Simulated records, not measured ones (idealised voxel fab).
Process module heading - voxel transistor to metal
Cross-section cut: width 150 nm, square cells of 5 nm.
Notation: cross-section as square-cell grid; stated in bands, top first, going down; one or more cell rows per band. This entry defines a band. It first specifies the height of the band's top and the height of its bottom in nm, and then specifies the band's materials from left to right, stating each material with its width in nm. The word "all across" identifies a single material that fills the band from edge to edge, while the word "blank" identifies empty space. Height is counted from the level 0, under which the received wafer is composed throughout of one material. The lowest of the bands is not closed at the bottom but continues downward, in the notation "0 -> down". Note: "30..40" means the width goes from the first number (top row of the band) to the second number (bottom row) in equal steps per row of cells. Basically "nothing got changed" means that step didn't change any cell in the cross-section. "Fully closed voids" enumerates empty spaces isolated from the top, with no open way to it, that contain at least 8 cells, giving each as width x height at distance from the left edge, all three in nm. Where a step's line continues beyond its settings, the continuation is a remark by the simulator itself on that step. "overlay nm" on a masked step: distance the mask lay right of its planned place, negative for left.
## The process steps that were planned are listed below
1. RECEIVE (material Si)
2. OXIDIZE (depth nm 5)
3. CONFORMAL_DEP (material SiN; thk nm 15)
4. PATTERN (tone cover; mask id ACTIVE; material resist; width nm 90; thk nm 20; overlay nm 0)
5. DIRECTIONAL_ETCH (etch materials SiN; depth nm 15)
6. DIRECTIONAL_ETCH (etch materials SiO2; depth nm 5)
7. DIRECTIONAL_ETCH (etch materials Si; depth nm 25)
8. STRIP (etch materials resist)
9. FILL_DEP (material SiO2; thk nm 5)
10. CMP (height nm 15)
11. SELECTIVE_ETCH (etch materials SiO2; depth nm 15)
12. STRIP (etch materials SiN)
13. SELECTIVE_ETCH (etch materials SiO2; depth nm 5)
14. OXIDIZE (depth nm 5)
15. DIRECTIONAL_DEP (material polySi; thk nm 25)
16. DIRECTIONAL_DEP (material SiCN; thk nm 15)
17. MASKED_ETCH (tone cover; mask id GATE; width nm 20; etch materials SiCN; depth nm 25; overlay nm 0)
18. MASKED_ETCH (tone cover; mask id GATE; width nm 20; etch materials polySi; depth nm 35; overlay nm 0)
19. CONFORMAL_DEP (material SiN; thk nm 10)
20. DIRECTIONAL_ETCH (etch materials SiN; depth nm 10)
21. DIRECTIONAL_ETCH (etch materials SiO2; depth nm 5)
22. DIRECTIONAL_ETCH (etch materials Si; depth nm 5)
23. EPI (material SiGe; thk nm 10)
24. FILL_DEP (material SiO2; thk nm 5)
25. CMP (height nm 35)
26. DIRECTIONAL_DEP (material SiO2; thk nm 15)
27. PATTERN (tone open; mask id CONTACT; material resist; width nm 15; pitch nm 65; thk nm 20; overlay nm 0)
28. DIRECTIONAL_ETCH (etch materials SiO2; depth nm 55)
29. STRIP (etch materials resist)
30. CONFORMAL_DEP (material TiN; thk nm 5)
31. FILL_DEP (material W; thk nm 10)
32. CMP (height nm 50)
33. DIRECTIONAL_DEP (material TiN; thk nm 5)
34. DIRECTIONAL_DEP (material Ru; thk nm 25)
35. DIRECTIONAL_DEP (material aC; thk nm 10)
36. PATTERN (tone cover; mask id METAL_1; material resist; width nm 15; pitch nm 65; thk nm 25; overlay nm 0)
37. DIRECTIONAL_ETCH (etch materials aC; depth nm 10)
38. STRIP (etch materials resist)
39. DIRECTIONAL_ETCH (etch materials Ru; depth nm 25)
40. DIRECTIONAL_ETCH (etch materials TiN; depth nm 5)
41. STRIP (etch materials aC)
42. CONFORMAL_DEP (material SiN; thk nm 5)
43. FILL_DEP (material SiO2; thk nm 5)
44. CMP (height nm 80)
45. CONFORMAL_DEP (material SiCN; thk nm 5)
46. DIRECTIONAL_DEP (material SiO2; thk nm 35)
47. PATTERN (tone open; mask id METAL_2; material resist; width nm 15; pitch nm 65; thk nm 20; overlay nm 0)
48. DIRECTIONAL_ETCH (etch materials SiO2; depth nm 20)
49. STRIP (etch materials resist)
50. PATTERN (tone open; mask id METAL_2_HOLES; material resist; width nm 15; pitch nm 65; thk nm 20; overlay nm 0)
51. DIRECTIONAL_ETCH (etch materials SiO2; depth nm 15)
52. DIRECTIONAL_ETCH (etch materials SiCN; depth nm 5)
53. STRIP (etch materials resist)
54. CONFORMAL_DEP (material TiN; thk nm 5)
55. FILL_DEP (material Ru; thk nm 10)
56. CMP (height nm 120)
57. CONFORMAL_DEP (material SiN; thk nm 5)
## Received-state cross-section, reflecting completion of step 1
	0 -> down  Si all across
	Fully closed voids: none
## a wafer at the end: this start, this plan, one mistake
	125 -> 120  SiN all across
	120 -> 85  SiO2=35 / TiN=5 / Ru=5 / TiN=5 / SiO2=50 / TiN=5 / Ru=5 / TiN=5 / SiO2=35
	85 -> 80  SiCN=35 / TiN=15 / SiCN=50 / TiN=15 / SiCN=35
	80 -> 55  TiN=30 / SiN=5 / Ru=15 / SiN=5 / TiN=40 / SiN=5 / Ru=15 / SiN=5 / TiN=30
	55 -> 50  SiN=35 / TiN=15 / SiN=50 / TiN=15 / SiN=35
	50 -> 35  SiO2=35 / TiN=5 / W=5 / TiN=5 / SiO2=50 / TiN=5 / W=5 / TiN=5 / SiO2=35
	35 -> 20  SiO2=35 / TiN=5 / W=5 / TiN=5 / SiO2=5 / SiN=10 / SiCN=20 / SiN=10 / SiO2=5 / TiN=5 / W=5 / TiN=5 / SiO2=35
	20 -> 5  SiO2=35 / TiN=5 / W=5 / TiN=5 / SiO2=5 / SiN=10 / polySi=20 / SiN=10 / SiO2=5 / TiN=5 / W=5 / TiN=5 / SiO2=35
	5 -> 0  SiO2=35 / TiN=15 / SiO2=5 / SiN=10 / polySi=20 / SiN=10 / SiO2=5 / TiN=15 / SiO2=35
	0 -> -5  SiO2=35 / TiN=10 / SiGe=10 / SiN=10 / polySi=20 / SiN=10 / SiGe=10 / TiN=10 / SiO2=35
	-5 -> -10  SiO2=25 / SiGe=30 / SiO2=40 / SiGe=30 / SiO2=25
	-10 -> -15  SiO2=30 / SiGe=25 / Si=40 / SiGe=25 / SiO2=30
	-15 -> -30  SiO2=30 / Si=90 / SiO2=30
	-30 -> down  Si all across
	Fully closed voids: none
Nonconformance to the process plan: heads up, step 43 didn't go per plan, it actually ran as FILL_DEP (material TiN; thk nm 5)
